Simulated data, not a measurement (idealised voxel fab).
Herein follows the process module entitled voxel transistor to metal.
The width of the displayed cross-section, cut, is 175 nm; its cells are square, with a size of 5 nm.
Square cells in a grid make up a cross-section in this document, and the grid is given as bands, listed from the top down, each one or more rows of cells.
Each band's line starts with the height of the band's top and of its bottom, in nm. Then come its materials from left to right, each with its width in nm. One material with "full width" fills the band from edge to edge. "blank" is empty space.
Heights are reckoned from 0. Under this level, the received wafer is all of one material. The bottommost band is open-ended downward, for example "0 and below".
Width spec "30->40" -> top row of cells at first value, bottom row at second value, equal per-row change in between.
Step marked "no modifications"? Then no cell in the cross-section changed in it.
So "Enclosed void inventory" is basically the list of trapped voids: any empty space of 8 cells or more that can't reach the top through an opening. They're written width x height at distance, the distance being from the left edge, and it's all nm.
Formally, on a step line, whatever follows the settings is a remark that the simulator itself makes on the step.
A step's line can hold "overlay nm"; with a mask on that step, the setting says how far right of the planned place the mask lay, while a negative setting says it lay to the left.

This section lists the process steps that were planned:
1. RECEIVE, material Si
2. OXIDIZE, depth nm 5
3. CONFORMAL_DEP, material SiN, thk nm 10
4. PATTERN, tone cover, mask id ACTIVE, material resist, width nm 105, thk nm 20, overlay nm 0
5. DIRECTIONAL_ETCH, etch materials SiN, depth nm 10
6. DIRECTIONAL_ETCH, etch materials SiO2, depth nm 5
7. DIRECTIONAL_ETCH, etch materials Si, depth nm 25
8. STRIP, etch materials resist
9. OXIDIZE, depth nm 5
10. FILL_DEP, material SiO2, thk nm 15
11. CMP, height nm 10
12. SELECTIVE_ETCH, etch materials SiO2, depth nm 5
13. STRIP, etch materials SiN
14. SELECTIVE_ETCH, etch materials SiO2, depth nm 5
15. OXIDIZE, depth nm 5
16. DIRECTIONAL_DEP, material polySi, thk nm 20
17. DIRECTIONAL_DEP, material SiCN, thk nm 10
18. MASKED_ETCH, tone cover, mask id GATE, width nm 25, etch materials SiCN, depth nm 20, overlay nm 0
19. MASKED_ETCH, tone cover, mask id GATE, width nm 25, etch materials polySi, depth nm 30, overlay nm 0
20. CONFORMAL_DEP, material SiO2, thk nm 5
21. DIRECTIONAL_ETCH, etch materials SiO2, depth nm 5
22. CONFORMAL_DEP, material SiN, thk nm 10
23. DIRECTIONAL_ETCH, etch materials SiN, depth nm 10
24. DIRECTIONAL_ETCH, etch materials SiO2, depth nm 5
25. DIRECTIONAL_ETCH, etch materials Si, depth nm 15
26. EPI, material nSi, thk nm 15
27. FILL_DEP, material SiO2, thk nm 5
28. CMP, height nm 15
29. STRIP, etch materials polySi
30. SELECTIVE_ETCH, etch materials SiO2, depth nm 5
31. CONFORMAL_DEP, material HfO2, thk nm 5
32. CONFORMAL_DEP, material TiN, thk nm 5
33. FILL_DEP, material W, thk nm 10
34. CMP, height nm 10
35. DIRECTIONAL_DEP, material SiO2, thk nm 15
36. DIRECTIONAL_DEP, material aC, thk nm 10
37. PATTERN, tone open, mask id CONTACT, material resist, width nm 20, pitch nm 75, thk nm 30, overlay nm 0
38. DIRECTIONAL_ETCH, etch materials aC, depth nm 10
39. STRIP, etch materials resist
40. DIRECTIONAL_ETCH, etch materials SiO2, depth nm 20
41. STRIP, etch materials aC
42. CONFORMAL_DEP, material TiN, thk nm 5
43. FILL_DEP, material W, thk nm 10
44. CMP, height nm 25
45. DIRECTIONAL_DEP, material TiN, thk nm 5
46. DIRECTIONAL_DEP, material W, thk nm 15
47. PATTERN, tone cover, mask id METAL_1, material resist, width nm 20, pitch nm 75, thk nm 20, overlay nm 0
48. DIRECTIONAL_ETCH, etch materials W, depth nm 15
49. DIRECTIONAL_ETCH, etch materials TiN, depth nm 5
50. STRIP, etch materials resist
51. FILL_DEP, material SiO2, thk nm 10
52. CMP, height nm 45
53. CONFORMAL_DEP, material SiCN, thk nm 5
54. DIRECTIONAL_DEP, material SiO2, thk nm 25
55. MASKED_ETCH, tone open, mask id METAL_2, width nm 20, pitch nm 75, etch materials SiO2, depth nm 15, overlay nm 0
56. MASKED_ETCH, tone open, mask id METAL_2_HOLES, width nm 15, pitch nm 75, etch materials SiO2, depth nm 10, overlay nm 0
57. MASKED_ETCH, tone open, mask id METAL_2_HOLES, width nm 15, pitch nm 75, etch materials SiCN, depth nm 5, overlay nm 0
58. CONFORMAL_DEP, material TiN, thk nm 5
59. FILL_DEP, material Cu, thk nm 5
60. CMP, height nm 75
61. CONFORMAL_DEP, material SiN, thk nm 5

Cross-section of the wafer as it came to us, i.e., already through step 1:
  0 and below: Si full width
  Enclosed void inventory: none

Looking at the first of two wafers in cross-section at end of module - ran to plan:
  80 down to 75: SiN full width
  75 down to 65: SiO2 40; TiN 5; Cu 10; TiN 5; SiO2 55; TiN 5; Cu 10; TiN 5; SiO2 40
  65 down to 60: SiO2 40; TiN 5; Cu 5; TiN 10; SiO2 55; TiN 5; Cu 5; TiN 10; SiO2 40
  60 down to 50: SiO2 40; TiN 5; Cu 5; TiN 5; SiO2 60; TiN 5; Cu 5; TiN 5; SiO2 45
  50 down to 45: SiCN 40; TiN 15; SiCN 60; TiN 15; SiCN 45
  45 down to 30: SiO2 40; W 20; SiO2 55; W 20; SiO2 40
  30 down to 25: SiO2 40; TiN 20; SiO2 55; TiN 20; SiO2 40
  25 down to 10: SiO2 40; TiN 5; W 10; TiN 5; SiO2 55; TiN 5; W 10; TiN 5; SiO2 40
  10 down to 5: SiO2 40; TiN 20; SiN 10; HfO2 5; TiN 5; W 15; TiN 5; HfO2 5; SiN 10; TiN 20; SiO2 40
  5 down to 0: SiO2 40; nSi 20; SiN 10; HfO2 5; TiN 5; W 15; TiN 5; HfO2 5; SiN 10; nSi 20; SiO2 40
  0 down to -5: SiO2 35; SiN 10; nSi 15; SiN 10; HfO2 5; TiN 25; HfO2 5; SiN 10; nSi 15; SiN 10; SiO2 35
  -5 down to -10: SiO2 45; nSi 15; SiO2 10; HfO2 35; SiO2 10; nSi 15; SiO2 45
  -10 down to -25: SiO2 40; Si 5; nSi 15; Si 55; nSi 15; Si 5; SiO2 40
  -25 down to -35: SiO2 40; Si 95; SiO2 40
  -35 and below: Si full width
  Enclosed void inventory: none

Cross-section of the latter of the two wafers at module completion. It had an identical start and an identical plan to the former; in running it, one mistake was made:
  80 down to 75: SiN full width
  75 down to 65: SiO2 40; TiN 5; Cu 10; TiN 5; SiO2 55; TiN 5; Cu 10; TiN 5; SiO2 40
  65 down to 55: SiO2 40; TiN 5; Cu 5; TiN 10->5; SiO2 55->60; TiN 5; Cu 5; TiN 10->5; SiO2 40->45
  55 down to 50: SiO2 40; TiN 15; SiO2 60; TiN 15; SiO2 45
  50 down to 45: SiCN 40; TiN 10; SiCN 65; TiN 10; SiCN 50
  45 down to 30: SiO2 40; W 20; SiO2 55; W 20; SiO2 40
  30 down to 25: SiO2 40; TiN 20; SiO2 55; TiN 20; SiO2 40
  25 down to 10: SiO2 40; TiN 5; W 10; TiN 5; SiO2 55; TiN 5; W 10; TiN 5; SiO2 40
  10 down to 5: SiO2 40; TiN 20; SiN 10; HfO2 5; TiN 5; W 15; TiN 5; HfO2 5; SiN 10; TiN 20; SiO2 40
  5 down to 0: SiO2 40; nSi 20; SiN 10; HfO2 5; TiN 5; W 15; TiN 5; HfO2 5; SiN 10; nSi 20; SiO2 40
  0 down to -5: SiO2 35; SiN 10; nSi 15; SiN 10; HfO2 5; TiN 25; HfO2 5; SiN 10; nSi 15; SiN 10; SiO2 35
  -5 down to -10: SiO2 45; nSi 15; SiO2 10; HfO2 35; SiO2 10; nSi 15; SiO2 45
  -10 down to -25: SiO2 40; Si 5; nSi 15; Si 55; nSi 15; Si 5; SiO2 40
  -25 down to -35: SiO2 40; Si 95; SiO2 40
  -35 and below: Si full width
  Enclosed void inventory: none
Where did the run depart from the plan? step 57 went in with a setting other than planned; the actual run was MASKED_ETCH, tone open, mask id METAL_2_HOLES, width nm 15, pitch nm 75, etch materials SiCN, depth nm 5, overlay nm -5
Wafer comparison, final, in cells, second relative to first, materials more or fewer: Cu: 2 fewer | SiCN: 2 more
